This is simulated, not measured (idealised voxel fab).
Process module name: voxel wiring stack
The cross-section shown here is cut; it is 290 nm wide and divided into square cells measuring 5 nm on a side.
If you're reading a cross-section in this doc, picture square cells in a grid; it comes to you as bands, top ones listed first down to the bottom, and a band can be one or more rows of cells. Within each band entry, the heights of the top and of the bottom of the band appear first, in that order and in nm; the materials of the band then follow from left to right, each with its corresponding width in nm. The designation "all across" on a single material indicates that it fills the band from edge to edge; the designation "air" indicates empty space. Height datum 0, below which the as-received substrate wafer is one material. Lowest band open at the bottom, running downward: "0 nm and below". A width given as "30..40" starts at the first number in the band's top row and ends at the second number in its bottom row, shifting by an equal amount at every step from row to row. "stayed the same" for a step: no cell of the cross-section changed in that step. In "Enclosed void entries" the enclosed voids are listed, meaning empty spaces of 8 cells or larger without any opening to the top. The form is width x height at distance, distance from the left edge, units nm. Heads up: the bit after the settings on a step's line is the simulator's remark on that step. You can add "overlay nm" to a step's line. For a step with a mask, it describes how far the mask lay to the right of its planned position, and a negative number describes a lay to the left.

## Process steps (planned)
1. RECEIVE: material Si
2. CONFORMAL_DEP: material SiO2, thk nm 15
3. CONFORMAL_DEP: material SiCN, thk nm 5
4. DIRECTIONAL_DEP: material SiO2, thk nm 20
5. PATTERN: tone open, mask id METAL_1, material resist, width nm 30, pitch nm 50, thk nm 15, overlay nm 0
6. DIRECTIONAL_ETCH: etch materials SiO2, depth nm 20
7. DIRECTIONAL_ETCH: etch materials SiCN, depth nm 5
8. STRIP: etch materials resist
9. CONFORMAL_DEP: material TiN, thk nm 5
10. FILL_DEP: material Cu, thk nm 5
11. CMP: height nm 40
12. EPI: material Ru, thk nm 5
13. FILL_DEP: material SiCN, thk nm 5
14. DIRECTIONAL_DEP: material lowk, thk nm 20
15. DIRECTIONAL_DEP: material aC, thk nm 15
16. PATTERN: tone open, mask id PLUG_1, material resist, width nm 15, pitch nm 50, thk nm 35, overlay nm 0
17. DIRECTIONAL_ETCH: etch materials aC, depth nm 15
18. STRIP: etch materials resist
19. DIRECTIONAL_ETCH: etch materials lowk, depth nm 20
20. DIRECTIONAL_ETCH: etch materials SiCN, depth nm 5
21. STRIP: etch materials aC
22. CONFORMAL_DEP: material TiN, thk nm 5
23. FILL_DEP: material Ru, thk nm 5
24. CMP: height nm 70
25. CONFORMAL_DEP: material SiN, thk nm 5
26. DIRECTIONAL_DEP: material lowk, thk nm 15
27. MASKED_ETCH: tone open, mask id METAL_2, width nm 30, pitch nm 50, etch materials lowk, depth nm 15, overlay nm 0
28. MASKED_ETCH: tone open, mask id METAL_2, width nm 30, pitch nm 50, etch materials SiN, depth nm 5, overlay nm 0
29. CONFORMAL_DEP: material TiN, thk nm 5
30. FILL_DEP: material Cu, thk nm 10
31. CMP: height nm 90
32. CONFORMAL_DEP: material SiCN, thk nm 5

## The first of the two wafers, which ran as planned

## Delivered wafer in cross-section: state after step 1
	0 nm and below | Si all across
	Enclosed void entries: none

## How the wafer stands in section after step 2
	15 nm to 0 nm | SiO2 all across
	Unchanged below 0.

## How the wafer stands in section after step 3
	20 nm to 15 nm | SiCN all across
	Unchanged below 15.

## How the wafer stands in section after step 4
	40 nm to 20 nm | SiO2 all across
	Unchanged below 20.

## How the wafer stands in section after step 5
	55 nm to 40 nm | resist=55  air=30  resist=20  air=30  resist=20  air=30  resist=20  air=30  resist=55
	Unchanged below 40.

## How the wafer stands in section after step 6
	55 nm to 40 nm | resist=55  air=30  resist=20  air=30  resist=20  air=30  resist=20  air=30  resist=55
	40 nm to 20 nm | SiO2=55  air=30  SiO2=20  air=30  SiO2=20  air=30  SiO2=20  air=30  SiO2=55
	Unchanged below 20.

## How the wafer stands in section after step 7
	55 nm to 40 nm | resist=55  air=30  resist=20  air=30  resist=20  air=30  resist=20  air=30  resist=55
	40 nm to 20 nm | SiO2=55  air=30  SiO2=20  air=30  SiO2=20  air=30  SiO2=20  air=30  SiO2=55
	20 nm to 15 nm | SiCN=55  air=30  SiCN=20  air=30  SiCN=20  air=30  SiCN=20  air=30  SiCN=55
	Unchanged below 15.

## How the wafer stands in section after step 8
	40 nm to 20 nm | SiO2=55  air=30  SiO2=20  air=30  SiO2=20  air=30  SiO2=20  air=30  SiO2=55
	Unchanged below 20.

## How the wafer stands in section after step 9
	45 nm to 40 nm | TiN=60  air=20  TiN=30  air=20  TiN=30  air=20  TiN=30  air=20  TiN=60
	40 nm to 20 nm | SiO2=55  TiN=5  air=20  TiN=5  SiO2=20  TiN=5  air=20  TiN=5  SiO2=20  TiN=5  air=20  TiN=5  SiO2=20  TiN=5  air=20  TiN=5  SiO2=55
	20 nm to 15 nm | SiCN=55  TiN=30  SiCN=20  TiN=30  SiCN=20  TiN=30  SiCN=20  TiN=30  SiCN=55
	Unchanged below 15.

## How the wafer stands in section after step 10
	50 nm to 45 nm | Cu all across
	45 nm to 40 nm | TiN=60  Cu=20  TiN=30  Cu=20  TiN=30  Cu=20  TiN=30  Cu=20  TiN=60
	40 nm to 20 nm | SiO2=55  TiN=5  Cu=20  TiN=5  SiO2=20  TiN=5  Cu=20  TiN=5  SiO2=20  TiN=5  Cu=20  TiN=5  SiO2=20  TiN=5  Cu=20  TiN=5  SiO2=55
	Unchanged below 20.

## How the wafer stands in section after step 11
	40 nm to 20 nm | SiO2=55  TiN=5  Cu=20  TiN=5  SiO2=20  TiN=5  Cu=20  TiN=5  SiO2=20  TiN=5  Cu=20  TiN=5  SiO2=20  TiN=5  Cu=20  TiN=5  SiO2=55
	Unchanged below 20.

## How the wafer stands in section after step 12
	45 nm to 40 nm | air=50  Ru=40  air=10  Ru=40  air=10  Ru=40  air=10  Ru=40  air=50
	Unchanged below 40.

## How the wafer stands in section after step 13
	50 nm to 45 nm | SiCN all across
	45 nm to 40 nm | SiCN=50  Ru=40  SiCN=10  Ru=40  SiCN=10  Ru=40  SiCN=10  Ru=40  SiCN=50
	Unchanged below 40.

## How the wafer stands in section after step 14
	70 nm to 50 nm | lowk all across
	Unchanged below 50.

## How the wafer stands in section after step 15
	85 nm to 70 nm | aC all across
	Unchanged below 70.

## How the wafer stands in section after step 16
	120 nm to 85 nm | resist=55  air=15  resist=35  air=15  resist=35  air=15  resist=35  air=15  resist=70
	Unchanged below 85.

## How the wafer stands in section after step 17
	105 nm to 85 nm | resist=55  air=15  resist=35  air=15  resist=35  air=15  resist=35  air=15  resist=70
	85 nm to 70 nm | aC=55  air=15  aC=35  air=15  aC=35  air=15  aC=35  air=15  aC=70
	Unchanged below 70.

## How the wafer stands in section after step 18
	85 nm to 70 nm | aC=55  air=15  aC=35  air=15  aC=35  air=15  aC=35  air=15  aC=70
	Unchanged below 70.

## How the wafer stands in section after step 19
	85 nm to 70 nm | aC=55  air=15  aC=35  air=15  aC=35  air=15  aC=35  air=15  aC=70
	70 nm to 50 nm | lowk=55  air=15  lowk=35  air=15  lowk=35  air=15  lowk=35  air=15  lowk=70
	Unchanged below 50.

## How the wafer stands in section after step 20
	85 nm to 70 nm | aC=55  air=15  aC=35  air=15  aC=35  air=15  aC=35  air=15  aC=70
	70 nm to 50 nm | lowk=55  air=15  lowk=35  air=15  lowk=35  air=15  lowk=35  air=15  lowk=70
	50 nm to 45 nm | SiCN=55  air=15  SiCN=35  air=15  SiCN=35  air=15  SiCN=35  air=15  SiCN=70
	Unchanged below 45.

## How the wafer stands in section after step 21
	70 nm to 50 nm | lowk=55  air=15  lowk=35  air=15  lowk=35  air=15  lowk=35  air=15  lowk=70
	Unchanged below 50.

## How the wafer stands in section after step 22
	75 nm to 70 nm | TiN=60  air=5  TiN=45  air=5  TiN=45  air=5  TiN=45  air=5  TiN=75
	70 nm to 50 nm | lowk=55  TiN=5  air=5  TiN=5  lowk=35  TiN=5  air=5  TiN=5  lowk=35  TiN=5  air=5  TiN=5  lowk=35  TiN=5  air=5  TiN=5  lowk=70
	50 nm to 45 nm | SiCN=55  TiN=15  SiCN=35  TiN=15  SiCN=35  TiN=15  SiCN=35  TiN=15  SiCN=70
	Unchanged below 45.

## How the wafer stands in section after step 23
	80 nm to 75 nm | Ru all across
	75 nm to 70 nm | TiN=60  Ru=5  TiN=45  Ru=5  TiN=45  Ru=5  TiN=45  Ru=5  TiN=75
	70 nm to 50 nm | lowk=55  TiN=5  Ru=5  TiN=5  lowk=35  TiN=5  Ru=5  TiN=5  lowk=35  TiN=5  Ru=5  TiN=5  lowk=35  TiN=5  Ru=5  TiN=5  lowk=70
	Unchanged below 50.

## How the wafer stands in section after step 24
	70 nm to 50 nm | lowk=55  TiN=5  Ru=5  TiN=5  lowk=35  TiN=5  Ru=5  TiN=5  lowk=35  TiN=5  Ru=5  TiN=5  lowk=35  TiN=5  Ru=5  TiN=5  lowk=70
	Unchanged below 50.

## How the wafer stands in section after step 25
	75 nm to 70 nm | SiN all across
	Unchanged below 70.

## How the wafer stands in section after step 26
	90 nm to 75 nm | lowk all across
	Unchanged below 75.

## How the wafer stands in section after step 27
	90 nm to 75 nm | lowk=55  air=30  lowk=20  air=30  lowk=20  air=30  lowk=20  air=30  lowk=55
	Unchanged below 75.

## How the wafer stands in section after step 28
	90 nm to 75 nm | lowk=55  air=30  lowk=20  air=30  lowk=20  air=30  lowk=20  air=30  lowk=55
	75 nm to 70 nm | SiN=55  air=30  SiN=20  air=30  SiN=20  air=30  SiN=20  air=30  SiN=55
	Unchanged below 70.

## How the wafer stands in section after step 29
	95 nm to 90 nm | TiN=60  air=20  TiN=30  air=20  TiN=30  air=20  TiN=30  air=20  TiN=60
	90 nm to 75 nm | lowk=55  TiN=5  air=20  TiN=5  lowk=20  TiN=5  air=20  TiN=5  lowk=20  TiN=5  air=20  TiN=5  lowk=20  TiN=5  air=20  TiN=5  lowk=55
	75 nm to 70 nm | SiN=55  TiN=30  SiN=20  TiN=30  SiN=20  TiN=30  SiN=20  TiN=30  SiN=55
	Unchanged below 70.

## How the wafer stands in section after step 30
	105 nm to 95 nm | Cu all across
	95 nm to 90 nm | TiN=60  Cu=20  TiN=30  Cu=20  TiN=30  Cu=20  TiN=30  Cu=20  TiN=60
	90 nm to 75 nm | lowk=55  TiN=5  Cu=20  TiN=5  lowk=20  TiN=5  Cu=20  TiN=5  lowk=20  TiN=5  Cu=20  TiN=5  lowk=20  TiN=5  Cu=20  TiN=5  lowk=55
	Unchanged below 75.

## How the wafer stands in section after step 31
	90 nm to 75 nm | lowk=55  TiN=5  Cu=20  TiN=5  lowk=20  TiN=5  Cu=20  TiN=5  lowk=20  TiN=5  Cu=20  TiN=5  lowk=20  TiN=5  Cu=20  TiN=5  lowk=55
	Unchanged below 75.

## How the wafer stands in section after step 32
	95 nm to 90 nm | SiCN all across
	Unchanged below 90.

## Wafer two of the pair: same origin, same plan, one error during the run; identical to wafer one up to and including step 4

## At the planned end of step 5, the second wafer in cross-section
	55 nm to 40 nm | air=55  resist=30  air=20  resist=30  air=20  resist=30  air=20  resist=30  air=55
	Unchanged below 40.

## At the planned end of step 6, the second wafer in cross-section
	55 nm to 40 nm | air=55  resist=30  air=20  resist=30  air=20  resist=30  air=20  resist=30  air=55
	40 nm to 20 nm | air=55  SiO2=30  air=20  SiO2=30  air=20  SiO2=30  air=20  SiO2=30  air=55
	Unchanged below 20.

## At the planned end of step 7, the second wafer in cross-section
	55 nm to 40 nm | air=55  resist=30  air=20  resist=30  air=20  resist=30  air=20  resist=30  air=55
	40 nm to 20 nm | air=55  SiO2=30  air=20  SiO2=30  air=20  SiO2=30  air=20  SiO2=30  air=55
	20 nm to 15 nm | air=55  SiCN=30  air=20  SiCN=30  air=20  SiCN=30  air=20  SiCN=30  air=55
	Unchanged below 15.

## At the planned end of step 8, the second wafer in cross-section
	40 nm to 20 nm | air=55  SiO2=30  air=20  SiO2=30  air=20  SiO2=30  air=20  SiO2=30  air=55
	Unchanged below 20.

## At the planned end of step 9, the second wafer in cross-section
	45 nm to 40 nm | air=50  TiN=40  air=10  TiN=40  air=10  TiN=40  air=10  TiN=40  air=50
	40 nm to 20 nm | air=50  TiN=5  SiO2=30  TiN=5  air=10  TiN=5  SiO2=30  TiN=5  air=10  TiN=5  SiO2=30  TiN=5  air=10  TiN=5  SiO2=30  TiN=5  air=50
	20 nm to 15 nm | TiN=55  SiCN=30  TiN=20  SiCN=30  TiN=20  SiCN=30  TiN=20  SiCN=30  TiN=55
	Unchanged below 15.

## At the planned end of step 10, the second wafer in cross-section
	50 nm to 45 nm | Cu all across
	45 nm to 40 nm | Cu=50  TiN=40  Cu=10  TiN=40  Cu=10  TiN=40  Cu=10  TiN=40  Cu=50
	40 nm to 20 nm | Cu=50  TiN=5  SiO2=30  TiN=5  Cu=10  TiN=5  SiO2=30  TiN=5  Cu=10  TiN=5  SiO2=30  TiN=5  Cu=10  TiN=5  SiO2=30  TiN=5  Cu=50
	Unchanged below 20.

## At the planned end of step 11, the second wafer in cross-section
	40 nm to 20 nm | Cu=50  TiN=5  SiO2=30  TiN=5  Cu=10  TiN=5  SiO2=30  TiN=5  Cu=10  TiN=5  SiO2=30  TiN=5  Cu=10  TiN=5  SiO2=30  TiN=5  Cu=50
	Unchanged below 20.

## At the planned end of step 12, the second wafer in cross-section
	45 nm to 40 nm | Ru=60  air=20  Ru=30  air=20  Ru=30  air=20  Ru=30  air=20  Ru=60
	Unchanged below 40.

## At the planned end of step 13, the second wafer in cross-section
	50 nm to 45 nm | SiCN all across
	45 nm to 40 nm | Ru=60  SiCN=20  Ru=30  SiCN=20  Ru=30  SiCN=20  Ru=30  SiCN=20  Ru=60
	Unchanged below 40.

## At the planned end of step 14, the second wafer in cross-section
	70 nm to 50 nm | lowk all across
	Unchanged below 50.

## At the planned end of step 15, the second wafer in cross-section
	85 nm to 70 nm | aC all across
	Unchanged below 70.

## At the planned end of step 16, the second wafer in cross-section
	120 nm to 85 nm | resist=55  air=15  resist=35  air=15  resist=35  air=15  resist=35  air=15  resist=70
	Unchanged below 85.

## At the planned end of step 17, the second wafer in cross-section
	105 nm to 85 nm | resist=55  air=15  resist=35  air=15  resist=35  air=15  resist=35  air=15  resist=70
	85 nm to 70 nm | aC=55  air=15  aC=35  air=15  aC=35  air=15  aC=35  air=15  aC=70
	Unchanged below 70.

## At the planned end of step 18, the second wafer in cross-section
	85 nm to 70 nm | aC=55  air=15  aC=35  air=15  aC=35  air=15  aC=35  air=15  aC=70
	Unchanged below 70.

## At the planned end of step 19, the second wafer in cross-section
	85 nm to 70 nm | aC=55  air=15  aC=35  air=15  aC=35  air=15  aC=35  air=15  aC=70
	70 nm to 50 nm | lowk=55  air=15  lowk=35  air=15  lowk=35  air=15  lowk=35  air=15  lowk=70
	Unchanged below 50.

## At the planned end of step 20, the second wafer in cross-section
	85 nm to 70 nm | aC=55  air=15  aC=35  air=15  aC=35  air=15  aC=35  air=15  aC=70
	70 nm to 50 nm | lowk=55  air=15  lowk=35  air=15  lowk=35  air=15  lowk=35  air=15  lowk=70
	50 nm to 45 nm | SiCN=55  air=15  SiCN=35  air=15  SiCN=35  air=15  SiCN=35  air=15  SiCN=70
	Unchanged below 45.

## At the planned end of step 21, the second wafer in cross-section
	70 nm to 50 nm | lowk=55  air=15  lowk=35  air=15  lowk=35  air=15  lowk=35  air=15  lowk=70
	Unchanged below 50.

## At the planned end of step 22, the second wafer in cross-section
	75 nm to 70 nm | TiN=60  air=5  TiN=45  air=5  TiN=45  air=5  TiN=45  air=5  TiN=75
	70 nm to 50 nm | lowk=55  TiN=5  air=5  TiN=5  lowk=35  TiN=5  air=5  TiN=5  lowk=35  TiN=5  air=5  TiN=5  lowk=35  TiN=5  air=5  TiN=5  lowk=70
	50 nm to 45 nm | SiCN=55  TiN=15  SiCN=35  TiN=15  SiCN=35  TiN=15  SiCN=35  TiN=15  SiCN=70
	Unchanged below 45.

## At the planned end of step 23, the second wafer in cross-section
	80 nm to 75 nm | Ru all across
	75 nm to 70 nm | TiN=60  Ru=5  TiN=45  Ru=5  TiN=45  Ru=5  TiN=45  Ru=5  TiN=75
	70 nm to 50 nm | lowk=55  TiN=5  Ru=5  TiN=5  lowk=35  TiN=5  Ru=5  TiN=5  lowk=35  TiN=5  Ru=5  TiN=5  lowk=35  TiN=5  Ru=5  TiN=5  lowk=70
	Unchanged below 50.

## At the planned end of step 24, the second wafer in cross-section
	70 nm to 50 nm | lowk=55  TiN=5  Ru=5  TiN=5  lowk=35  TiN=5  Ru=5  TiN=5  lowk=35  TiN=5  Ru=5  TiN=5  lowk=35  TiN=5  Ru=5  TiN=5  lowk=70
	Unchanged below 50.

## At the planned end of step 25, the second wafer in cross-section
	75 nm to 70 nm | SiN all across
	Unchanged below 70.

## At the planned end of step 26, the second wafer in cross-section
	90 nm to 75 nm | lowk all across
	Unchanged below 75.

## At the planned end of step 27, the second wafer in cross-section
	90 nm to 75 nm | lowk=55  air=30  lowk=20  air=30  lowk=20  air=30  lowk=20  air=30  lowk=55
	Unchanged below 75.

## At the planned end of step 28, the second wafer in cross-section
	90 nm to 75 nm | lowk=55  air=30  lowk=20  air=30  lowk=20  air=30  lowk=20  air=30  lowk=55
	75 nm to 70 nm | SiN=55  air=30  SiN=20  air=30  SiN=20  air=30  SiN=20  air=30  SiN=55
	Unchanged below 70.

## At the planned end of step 29, the second wafer in cross-section
	95 nm to 90 nm | TiN=60  air=20  TiN=30  air=20  TiN=30  air=20  TiN=30  air=20  TiN=60
	90 nm to 75 nm | lowk=55  TiN=5  air=20  TiN=5  lowk=20  TiN=5  air=20  TiN=5  lowk=20  TiN=5  air=20  TiN=5  lowk=20  TiN=5  air=20  TiN=5  lowk=55
	75 nm to 70 nm | SiN=55  TiN=30  SiN=20  TiN=30  SiN=20  TiN=30  SiN=20  TiN=30  SiN=55
	Unchanged below 70.

## At the planned end of step 30, the second wafer in cross-section
	105 nm to 95 nm | Cu all across
	95 nm to 90 nm | TiN=60  Cu=20  TiN=30  Cu=20  TiN=30  Cu=20  TiN=30  Cu=20  TiN=60
	90 nm to 75 nm | lowk=55  TiN=5  Cu=20  TiN=5  lowk=20  TiN=5  Cu=20  TiN=5  lowk=20  TiN=5  Cu=20  TiN=5  lowk=20  TiN=5  Cu=20  TiN=5  lowk=55
	Unchanged below 75.

## At the planned end of step 31, the second wafer in cross-section
	90 nm to 75 nm | lowk=55  TiN=5  Cu=20  TiN=5  lowk=20  TiN=5  Cu=20  TiN=5  lowk=20  TiN=5  Cu=20  TiN=5  lowk=20  TiN=5  Cu=20  TiN=5  lowk=55
	Unchanged below 75.

## At the planned end of step 32, the second wafer in cross-section
	95 nm to 90 nm | SiCN all across
	Unchanged below 90.
Deviation from plan: step 5 ran with different settings than intended, the actual operation and settings being PATTERN: tone cover, mask id METAL_1, material resist, width nm 30, pitch nm 50, thk nm 15, overlay nm 0
Count the cells at the end and the second wafer has more or fewer of some materials than the first: 40 more of Cu, 10 more of Ru, 20 fewer of SiCN, 40 fewer of SiO2, 10 more of TiN
